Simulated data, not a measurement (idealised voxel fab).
This is a process module. Its name is voxel ribs on slabs.
270 nm wide, 5 nm square cells: that's cross-section cut.
This document writes a cross-section as a grid whose cells are square, and gives it as bands, listed from the top down; one or more rows of cells form a band. Read a band's entry like this: the first values are the height of its top and the height of its bottom in nm, and what follows is the sequence of materials from left to right, each with its width in nm. Note that "empty" is empty space, and that a single material marked "full width" reaches across the band from edge to edge. Heights from 0 (as-received wafer is one material below). Bottom band endless downward, as "z 0 and below". A two-number width, for instance "30..40", indicates that the width is equal to the first number in the top row of the band and to the second number in the bottom row, and that it changes by a constant amount per row of cells. Given "no modification" for a step, no cell of the cross-section differs between before and after that step. Entry "Closed-off voids". Content: empty spaces with no open connection to the top, size 8 cells or greater. Each: width x height at distance. Distance: from left edge. Unit: nm. Past the settings on a step's line: simulator remark, on that step. A step line may carry the setting "overlay nm", which, for steps involving a mask, states the distance by which the mask lay to the right of its intended position; negative values denote displacement to the left.

Listed below are the process steps as planned
1. RECEIVE: material Si
2. DIRECTIONAL_DEP: material SiO2, thk nm 25
3. DIRECTIONAL_DEP: material SiN, thk nm 20
4. PATTERN: tone cover, mask id RIB, material resist, width nm 30, thk nm 15, overlay nm 0
5. DIRECTIONAL_ETCH: etch materials SiN, depth nm 15
6. STRIP: etch materials resist
7. MASKED_ETCH: tone cover, mask id SLAB, width nm 80, etch materials SiN, depth nm 5, overlay nm 0
8. FILL_DEP: material SiO2, thk nm 25
9. CMP: height nm 65
10. DIRECTIONAL_DEP: material TiN, thk nm 5
11. DIRECTIONAL_DEP: material aC, thk nm 15
12. PATTERN: tone cover, mask id HEATER, material resist, width nm 40, thk nm 35, overlay nm 0
13. DIRECTIONAL_ETCH: etch materials aC, depth nm 15
14. STRIP: etch materials resist
15. DIRECTIONAL_ETCH: etch materials TiN, depth nm 5
16. STRIP: etch materials aC
17. CONFORMAL_DEP: material SiO2, thk nm 10

first wafer, as planned

The cross-section here shows the wafer as received, i.e. in its state after step 1
    z 0 and below  Si full width
    Closed-off voids: none

Presented here is a cross-section of the wafer after step 2 has been performed
    z 25 to 0  SiO2 full width
    Below 0 it's all the same as before, nothing changed down there.

Presented here is a cross-section of the wafer after step 3 has been performed
    z 45 to 25  SiN full width
    Below 25 it's all the same as before, nothing changed down there.

Presented here is a cross-section of the wafer after step 4 has been performed
    z 60 to 45  empty: 120, then resist: 30, then empty: 120
    Below 45 it's all the same as before, nothing changed down there.

Presented here is a cross-section of the wafer after step 5 has been performed
    z 60 to 45  empty: 120, then resist: 30, then empty: 120
    z 45 to 30  empty: 120, then SiN: 30, then empty: 120
    Below 30 it's all the same as before, nothing changed down there.

Presented here is a cross-section of the wafer after step 6 has been performed
    z 45 to 30  empty: 120, then SiN: 30, then empty: 120
    Below 30 it's all the same as before, nothing changed down there.

Presented here is a cross-section of the wafer after step 7 has been performed
    z 45 to 30  empty: 120, then SiN: 30, then empty: 120
    z 30 to 25  empty: 95, then SiN: 80, then empty: 95
    Below 25 it's all the same as before, nothing changed down there.

Presented here is a cross-section of the wafer after step 8 has been performed
    z 70 to 45  SiO2 full width
    z 45 to 30  SiO2: 120, then SiN: 30, then SiO2: 120
    z 30 to 25  SiO2: 95, then SiN: 80, then SiO2: 95
    Below 25 it's all the same as before, nothing changed down there.

Presented here is a cross-section of the wafer after step 9 has been performed
    z 65 to 45  SiO2 full width
    Below 45 it's all the same as before, nothing changed down there.

Presented here is a cross-section of the wafer after step 10 has been performed
    z 70 to 65  TiN full width
    Below 65 it's all the same as before, nothing changed down there.

Presented here is a cross-section of the wafer after step 11 has been performed
    z 85 to 70  aC full width
    Below 70 it's all the same as before, nothing changed down there.

Presented here is a cross-section of the wafer after step 12 has been performed
    z 120 to 85  empty: 115, then resist: 40, then empty: 115
    Below 85 it's all the same as before, nothing changed down there.

Presented here is a cross-section of the wafer after step 13 has been performed
    z 105 to 85  empty: 115, then resist: 40, then empty: 115
    z 85 to 70  empty: 115, then aC: 40, then empty: 115
    Below 70 it's all the same as before, nothing changed down there.

Presented here is a cross-section of the wafer after step 14 has been performed
    z 85 to 70  empty: 115, then aC: 40, then empty: 115
    Below 70 it's all the same as before, nothing changed down there.

Presented here is a cross-section of the wafer after step 15 has been performed
    z 85 to 70  empty: 115, then aC: 40, then empty: 115
    z 70 to 65  empty: 115, then TiN: 40, then empty: 115
    Below 65 it's all the same as before, nothing changed down there.

Presented here is a cross-section of the wafer after step 16 has been performed
    z 70 to 65  empty: 115, then TiN: 40, then empty: 115
    Below 65 it's all the same as before, nothing changed down there.

Presented here is a cross-section of the wafer after step 17 has been performed
    z 80 to 75  empty: 105, then SiO2: 60, then empty: 105
    z 75 to 70  SiO2 full width
    z 70 to 65  SiO2: 115, then TiN: 40, then SiO2: 115
    Below 65 it's all the same as before, nothing changed down there.

Now the other wafer: same start, same recipe, but we messed up one thing when running it. Up to and including step 16 it's the same as the first one

Second wafer, section view, time point: scheduled end of step 17: no modification
Deviation noted in wafer processing: execution of step 17 of the plan did not take place, the step having been omitted
Upon completion, the second wafer contains, in terms of cells, a greater or smaller amount of certain materials than the first wafer: 112 fewer of SiO2
